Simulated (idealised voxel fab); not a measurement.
Herein follows the process module entitled voxel gate over fins.
The width of the displayed cross-section, cut, is 235 nm; its cells are square, with a size of 5 nm.
Notation: cross-section as square-cell grid; stated in bands, top first, going down; one or more cell rows per band.
Heights first: top, then bottom, in nm. Then materials, left to right, each with a width in nm. "full width" on a single material: fills the band edge to edge. "blank": empty space.
Convention: height 0 is the level below which the wafer, as received, is all one material. The lowest band does not terminate at the bottom but continues downward, represented as "0 nm and below".
Quick explanation for "30..40": the width changes in equal steps down the rows of cells, from the first number in the band's top row to the second number in its bottom row.
Basically "no modification" means that step didn't change any cell in the cross-section.
If an empty space has no open way to the top and is at least 8 cells in size, "Closed empty spaces" lists it, written width x height at distance, where distance is measured from the left edge and every value is in nm.
It should be noted that, on the line of a given step, the content following the step's settings is a remark produced by the simulator itself with respect to that step.
overlay nm: on a step with a mask, how far right of its planned place the mask lay; negative means left.

The following list gives the planned process steps:
step 1: RECEIVE (material Si)
step 2: CONFORMAL_DEP (material SiN; thk nm 10)
step 3: PATTERN (tone cover; mask id FINS; material resist; width nm 15; pitch nm 55; thk nm 15; overlay nm 0)
step 4: DIRECTIONAL_ETCH (etch materials SiN; depth nm 10)
step 5: DIRECTIONAL_ETCH (etch materials Si; depth nm 40)
step 6: STRIP (etch materials resist)
step 7: OXIDIZE (depth nm 5)
step 8: FILL_DEP (material SiO2; thk nm 5)
step 9: CMP (height nm 10)
step 10: DIRECTIONAL_DEP (material aC; thk nm 15)
step 11: PATTERN (tone open; mask id RAIL; material resist; width nm 15; thk nm 30; overlay nm 0)
step 12: DIRECTIONAL_ETCH (etch materials aC; depth nm 15)
step 13: STRIP (etch materials resist)
step 14: DIRECTIONAL_ETCH (etch materials SiO2; depth nm 45)
step 15: STRIP (etch materials aC)
step 16: CONFORMAL_DEP (material TiN; thk nm 5)
step 17: FILL_DEP (material Ru; thk nm 10)
step 18: CMP (height nm 10)
step 19: SELECTIVE_ETCH (etch materials W Ru TiN; depth nm 30)
step 20: FILL_DEP (material SiO2; thk nm 5)
step 21: CMP (height nm 10)
step 22: SELECTIVE_ETCH (etch materials SiO2; depth nm 25)
step 23: STRIP (etch materials SiN)
step 24: CONFORMAL_DEP (material HfO2; thk nm 5)
step 25: CONFORMAL_DEP (material TiN; thk nm 5)
step 26: FILL_DEP (material W; thk nm 10)
step 27: CMP (height nm 15)
step 28: CONFORMAL_DEP (material SiN; thk nm 10)

First wafer of two (run as planned):

As-received state of the wafer in cross-section, equivalent to post-step 1:
    0 nm and below = Si full width
    Closed empty spaces: none

Wafer after step 2 (cross-section):
    10 nm to 0 nm = SiN full width
    All layers under 0 are left as they were.

Wafer after step 3 (cross-section):
    25 nm to 10 nm = blank (55), resist (15), blank (40), resist (15), blank (40), resist (15), blank (55)
    All layers under 10 are left as they were.

Wafer after step 4 (cross-section):
    25 nm to 10 nm = blank (55), resist (15), blank (40), resist (15), blank (40), resist (15), blank (55)
    10 nm to 0 nm = blank (55), SiN (15), blank (40), SiN (15), blank (40), SiN (15), blank (55)
    All layers under 0 are left as they were.

Wafer after step 5 (cross-section):
    25 nm to 10 nm = blank (55), resist (15), blank (40), resist (15), blank (40), resist (15), blank (55)
    10 nm to 0 nm = blank (55), SiN (15), blank (40), SiN (15), blank (40), SiN (15), blank (55)
    0 nm to -40 nm = blank (55), Si (15), blank (40), Si (15), blank (40), Si (15), blank (55)
    All layers under -40 are left as they were.

Wafer after step 6 (cross-section):
    10 nm to 0 nm = blank (55), SiN (15), blank (40), SiN (15), blank (40), SiN (15), blank (55)
    All layers under 0 are left as they were.

Wafer after step 7 (cross-section):
    10 nm to 0 nm = blank (55), SiN (15), blank (40), SiN (15), blank (40), SiN (15), blank (55)
    0 nm to -40 nm = blank (55), SiO2 (5), Si (5), SiO2 (5), blank (40), SiO2 (5), Si (5), SiO2 (5), blank (40), SiO2 (5), Si (5), SiO2 (5), blank (55)
    -40 nm to -45 nm = SiO2 (60), Si (5), SiO2 (50), Si (5), SiO2 (50), Si (5), SiO2 (60)
    All layers under -45 are left as they were.

Wafer after step 8 (cross-section):
    15 nm to 10 nm = SiO2 full width
    10 nm to 0 nm = SiO2 (55), SiN (15), SiO2 (40), SiN (15), SiO2 (40), SiN (15), SiO2 (55)
    0 nm to -45 nm = SiO2 (60), Si (5), SiO2 (50), Si (5), SiO2 (50), Si (5), SiO2 (60)
    All layers under -45 are left as they were.

Wafer after step 9 (cross-section):
    10 nm to 0 nm = SiO2 (55), SiN (15), SiO2 (40), SiN (15), SiO2 (40), SiN (15), SiO2 (55)
    All layers under 0 are left as they were.

Wafer after step 10 (cross-section):
    25 nm to 10 nm = aC full width
    All layers under 10 are left as they were.

Wafer after step 11 (cross-section):
    55 nm to 25 nm = resist (80), blank (15), resist (140)
    All layers under 25 are left as they were.

Wafer after step 12 (cross-section):
    40 nm to 25 nm = resist (80), blank (15), resist (140)
    25 nm to 10 nm = aC (80), blank (15), aC (140)
    All layers under 10 are left as they were.

Wafer after step 13 (cross-section):
    25 nm to 10 nm = aC (80), blank (15), aC (140)
    All layers under 10 are left as they were.

Wafer after step 14 (cross-section):
    25 nm to 10 nm = aC (80), blank (15), aC (140)
    10 nm to 0 nm = SiO2 (55), SiN (15), SiO2 (10), blank (15), SiO2 (15), SiN (15), SiO2 (40), SiN (15), SiO2 (55)
    0 nm to -35 nm = SiO2 (60), Si (5), SiO2 (15), blank (15), SiO2 (20), Si (5), SiO2 (50), Si (5), SiO2 (60)
    All layers under -35 are left as they were.

Wafer after step 15 (cross-section):
    10 nm to 0 nm = SiO2 (55), SiN (15), SiO2 (10), blank (15), SiO2 (15), SiN (15), SiO2 (40), SiN (15), SiO2 (55)
    All layers under 0 are left as they were.

Wafer after step 16 (cross-section):
    15 nm to 10 nm = TiN (85), blank (5), TiN (145)
    10 nm to 0 nm = SiO2 (55), SiN (15), SiO2 (10), TiN (5), blank (5), TiN (5), SiO2 (15), SiN (15), SiO2 (40), SiN (15), SiO2 (55)
    0 nm to -30 nm = SiO2 (60), Si (5), SiO2 (15), TiN (5), blank (5), TiN (5), SiO2 (20), Si (5), SiO2 (50), Si (5), SiO2 (60)
    -30 nm to -35 nm = SiO2 (60), Si (5), SiO2 (15), TiN (15), SiO2 (20), Si (5), SiO2 (50), Si (5), SiO2 (60)
    All layers under -35 are left as they were.

Wafer after step 17 (cross-section):
    25 nm to 15 nm = Ru full width
    15 nm to 10 nm = TiN (85), Ru (5), TiN (145)
    10 nm to 0 nm = SiO2 (55), SiN (15), SiO2 (10), TiN (5), Ru (5), TiN (5), SiO2 (15), SiN (15), SiO2 (40), SiN (15), SiO2 (55)
    0 nm to -30 nm = SiO2 (60), Si (5), SiO2 (15), TiN (5), Ru (5), TiN (5), SiO2 (20), Si (5), SiO2 (50), Si (5), SiO2 (60)
    All layers under -30 are left as they were.

Wafer after step 18 (cross-section):
    10 nm to 0 nm = SiO2 (55), SiN (15), SiO2 (10), TiN (5), Ru (5), TiN (5), SiO2 (15), SiN (15), SiO2 (40), SiN (15), SiO2 (55)
    All layers under 0 are left as they were.

Wafer after step 19 (cross-section):
    10 nm to 0 nm = SiO2 (55), SiN (15), SiO2 (10), blank (15), SiO2 (15), SiN (15), SiO2 (40), SiN (15), SiO2 (55)
    0 nm to -20 nm = SiO2 (60), Si (5), SiO2 (15), blank (15), SiO2 (20), Si (5), SiO2 (50), Si (5), SiO2 (60)
    All layers under -20 are left as they were.

Wafer after step 20 (cross-section):
    15 nm to 10 nm = SiO2 full width
    10 nm to 0 nm = SiO2 (55), SiN (15), SiO2 (40), SiN (15), SiO2 (40), SiN (15), SiO2 (55)
    0 nm to -20 nm = SiO2 (60), Si (5), SiO2 (50), Si (5), SiO2 (50), Si (5), SiO2 (60)
    All layers under -20 are left as they were.

Wafer after step 21 (cross-section):
    10 nm to 0 nm = SiO2 (55), SiN (15), SiO2 (40), SiN (15), SiO2 (40), SiN (15), SiO2 (55)
    All layers under 0 are left as they were.

Wafer after step 22 (cross-section):
    10 nm to 0 nm = blank (55), SiN (15), blank (40), SiN (15), blank (40), SiN (15), blank (55)
    0 nm to -15 nm = blank (60), Si (5), blank (50), Si (5), blank (50), Si (5), blank (60)
    All layers under -15 are left as they were.

Wafer after step 23 (cross-section):
    0 nm to -15 nm = blank (60), Si (5), blank (50), Si (5), blank (50), Si (5), blank (60)
    All layers under -15 are left as they were.

Wafer after step 24 (cross-section):
    5 nm to 0 nm = blank (55), HfO2 (15), blank (40), HfO2 (15), blank (40), HfO2 (15), blank (55)
    0 nm to -10 nm = blank (55), HfO2 (5), Si (5), HfO2 (5), blank (40), HfO2 (5), Si (5), HfO2 (5), blank (40), HfO2 (5), Si (5), HfO2 (5), blank (55)
    -10 nm to -15 nm = HfO2 (60), Si (5), HfO2 (50), Si (5), HfO2 (50), Si (5), HfO2 (60)
    All layers under -15 are left as they were.

Wafer after step 25 (cross-section):
    10 nm to 5 nm = blank (50), TiN (25), blank (30), TiN (25), blank (30), TiN (25), blank (50)
    5 nm to 0 nm = blank (50), TiN (5), HfO2 (15), TiN (5), blank (30), TiN (5), HfO2 (15), TiN (5), blank (30), TiN (5), HfO2 (15), TiN (5), blank (50)
    0 nm to -5 nm = blank (50), TiN (5), HfO2 (5), Si (5), HfO2 (5), TiN (5), blank (30), TiN (5), HfO2 (5), Si (5), HfO2 (5), TiN (5), blank (30), TiN (5), HfO2 (5), Si (5), HfO2 (5), TiN (5), blank (50)
    -5 nm to -10 nm = TiN (55), HfO2 (5), Si (5), HfO2 (5), TiN (40), HfO2 (5), Si (5), HfO2 (5), TiN (40), HfO2 (5), Si (5), HfO2 (5), TiN (55)
    All layers under -10 are left as they were.

Wafer after step 26 (cross-section):
    20 nm to 10 nm = W full width
    10 nm to 5 nm = W (50), TiN (25), W (30), TiN (25), W (30), TiN (25), W (50)
    5 nm to 0 nm = W (50), TiN (5), HfO2 (15), TiN (5), W (30), TiN (5), HfO2 (15), TiN (5), W (30), TiN (5), HfO2 (15), TiN (5), W (50)
    0 nm to -5 nm = W (50), TiN (5), HfO2 (5), Si (5), HfO2 (5), TiN (5), W (30), TiN (5), HfO2 (5), Si (5), HfO2 (5), TiN (5), W (30), TiN (5), HfO2 (5), Si (5), HfO2 (5), TiN (5), W (50)
    All layers under -5 are left as they were.

Wafer after step 27 (cross-section):
    15 nm to 10 nm = W full width
    All layers under 10 are left as they were.

Wafer after step 28 (cross-section):
    25 nm to 15 nm = SiN full width
    All layers under 15 are left as they were.

Okay, second wafer. Nothing different at the start, nothing different in the plan, just one mistake somewhere in the running. As far as step 10, counting that step, it's the first wafer all over again:

Second wafer, sectioned view, at step 11's planned end time:
    55 nm to 25 nm = resist (75), blank (25), resist (135)
    All layers under 25 are left as they were.

Second wafer, sectioned view, at step 12's planned end time:
    40 nm to 25 nm = resist (75), blank (25), resist (135)
    25 nm to 10 nm = aC (75), blank (25), aC (135)
    All layers under 10 are left as they were.

Second wafer, sectioned view, at step 13's planned end time:
    25 nm to 10 nm = aC (75), blank (25), aC (135)
    All layers under 10 are left as they were.

Second wafer, sectioned view, at step 14's planned end time:
    25 nm to 10 nm = aC (75), blank (25), aC (135)
    10 nm to 0 nm = SiO2 (55), SiN (15), SiO2 (5), blank (25), SiO2 (10), SiN (15), SiO2 (40), SiN (15), SiO2 (55)
    0 nm to -35 nm = SiO2 (60), Si (5), SiO2 (10), blank (25), SiO2 (15), Si (5), SiO2 (50), Si (5), SiO2 (60)
    All layers under -35 are left as they were.

Second wafer, sectioned view, at step 15's planned end time:
    10 nm to 0 nm = SiO2 (55), SiN (15), SiO2 (5), blank (25), SiO2 (10), SiN (15), SiO2 (40), SiN (15), SiO2 (55)
    All layers under 0 are left as they were.

Second wafer, sectioned view, at step 16's planned end time:
    15 nm to 10 nm = TiN (80), blank (15), TiN (140)
    10 nm to 0 nm = SiO2 (55), SiN (15), SiO2 (5), TiN (5), blank (15), TiN (5), SiO2 (10), SiN (15), SiO2 (40), SiN (15), SiO2 (55)
    0 nm to -30 nm = SiO2 (60), Si (5), SiO2 (10), TiN (5), blank (15), TiN (5), SiO2 (15), Si (5), SiO2 (50), Si (5), SiO2 (60)
    -30 nm to -35 nm = SiO2 (60), Si (5), SiO2 (10), TiN (25), SiO2 (15), Si (5), SiO2 (50), Si (5), SiO2 (60)
    All layers under -35 are left as they were.

Second wafer, sectioned view, at step 17's planned end time:
    25 nm to 15 nm = Ru full width
    15 nm to 10 nm = TiN (80), Ru (15), TiN (140)
    10 nm to 0 nm = SiO2 (55), SiN (15), SiO2 (5), TiN (5), Ru (15), TiN (5), SiO2 (10), SiN (15), SiO2 (40), SiN (15), SiO2 (55)
    0 nm to -30 nm = SiO2 (60), Si (5), SiO2 (10), TiN (5), Ru (15), TiN (5), SiO2 (15), Si (5), SiO2 (50), Si (5), SiO2 (60)
    All layers under -30 are left as they were.

Second wafer, sectioned view, at step 18's planned end time:
    10 nm to 0 nm = SiO2 (55), SiN (15), SiO2 (5), TiN (5), Ru (15), TiN (5), SiO2 (10), SiN (15), SiO2 (40), SiN (15), SiO2 (55)
    All layers under 0 are left as they were.

Second wafer, sectioned view, at step 19's planned end time:
    10 nm to 0 nm = SiO2 (55), SiN (15), SiO2 (5), blank (25), SiO2 (10), SiN (15), SiO2 (40), SiN (15), SiO2 (55)
    0 nm to -20 nm = SiO2 (60), Si (5), SiO2 (10), blank (25), SiO2 (15), Si (5), SiO2 (50), Si (5), SiO2 (60)
    All layers under -20 are left as they were.

Second wafer, sectioned view, at step 20's planned end time:
    15 nm to 10 nm = SiO2 full width
    10 nm to 0 nm = SiO2 (55), SiN (15), SiO2 (40), SiN (15), SiO2 (40), SiN (15), SiO2 (55)
    0 nm to -20 nm = SiO2 (60), Si (5), SiO2 (50), Si (5), SiO2 (50), Si (5), SiO2 (60)
    All layers under -20 are left as they were.

Second wafer, sectioned view, at step 21's planned end time:
    10 nm to 0 nm = SiO2 (55), SiN (15), SiO2 (40), SiN (15), SiO2 (40), SiN (15), SiO2 (55)
    All layers under 0 are left as they were.

Second wafer, sectioned view, at step 22's planned end time:
    10 nm to 0 nm = blank (55), SiN (15), blank (40), SiN (15), blank (40), SiN (15), blank (55)
    0 nm to -15 nm = blank (60), Si (5), blank (50), Si (5), blank (50), Si (5), blank (60)
    All layers under -15 are left as they were.

Second wafer, sectioned view, at step 23's planned end time:
    0 nm to -15 nm = blank (60), Si (5), blank (50), Si (5), blank (50), Si (5), blank (60)
    All layers under -15 are left as they were.

Second wafer, sectioned view, at step 24's planned end time:
    5 nm to 0 nm = blank (55), HfO2 (15), blank (40), HfO2 (15), blank (40), HfO2 (15), blank (55)
    0 nm to -10 nm = blank (55), HfO2 (5), Si (5), HfO2 (5), blank (40), HfO2 (5), Si (5), HfO2 (5), blank (40), HfO2 (5), Si (5), HfO2 (5), blank (55)
    -10 nm to -15 nm = HfO2 (60), Si (5), HfO2 (50), Si (5), HfO2 (50), Si (5), HfO2 (60)
    All layers under -15 are left as they were.

Second wafer, sectioned view, at step 25's planned end time:
    10 nm to 5 nm = blank (50), TiN (25), blank (30), TiN (25), blank (30), TiN (25), blank (50)
    5 nm to 0 nm = blank (50), TiN (5), HfO2 (15), TiN (5), blank (30), TiN (5), HfO2 (15), TiN (5), blank (30), TiN (5), HfO2 (15), TiN (5), blank (50)
    0 nm to -5 nm = blank (50), TiN (5), HfO2 (5), Si (5), HfO2 (5), TiN (5), blank (30), TiN (5), HfO2 (5), Si (5), HfO2 (5), TiN (5), blank (30), TiN (5), HfO2 (5), Si (5), HfO2 (5), TiN (5), blank (50)
    -5 nm to -10 nm = TiN (55), HfO2 (5), Si (5), HfO2 (5), TiN (40), HfO2 (5), Si (5), HfO2 (5), TiN (40), HfO2 (5), Si (5), HfO2 (5), TiN (55)
    All layers under -10 are left as they were.

Second wafer, sectioned view, at step 26's planned end time:
    20 nm to 10 nm = W full width
    10 nm to 5 nm = W (50), TiN (25), W (30), TiN (25), W (30), TiN (25), W (50)
    5 nm to 0 nm = W (50), TiN (5), HfO2 (15), TiN (5), W (30), TiN (5), HfO2 (15), TiN (5), W (30), TiN (5), HfO2 (15), TiN (5), W (50)
    0 nm to -5 nm = W (50), TiN (5), HfO2 (5), Si (5), HfO2 (5), TiN (5), W (30), TiN (5), HfO2 (5), Si (5), HfO2 (5), TiN (5), W (30), TiN (5), HfO2 (5), Si (5), HfO2 (5), TiN (5), W (50)
    All layers under -5 are left as they were.

Second wafer, sectioned view, at step 27's planned end time:
    15 nm to 10 nm = W full width
    All layers under 10 are left as they were.

Second wafer, sectioned view, at step 28's planned end time:
    25 nm to 15 nm = SiN full width
    All layers under 15 are left as they were.
Finding, execution versus plan: step 11 was run on a setting that differed from the plan, and what really ran there is PATTERN (tone open; mask id RAIL; material resist; width nm 25; thk nm 30; overlay nm 0)
Looking at both finished wafers in cells, the second ends up ahead of or behind the first on some materials: 4 more of Ru, 6 fewer of SiO2, 2 more of TiN
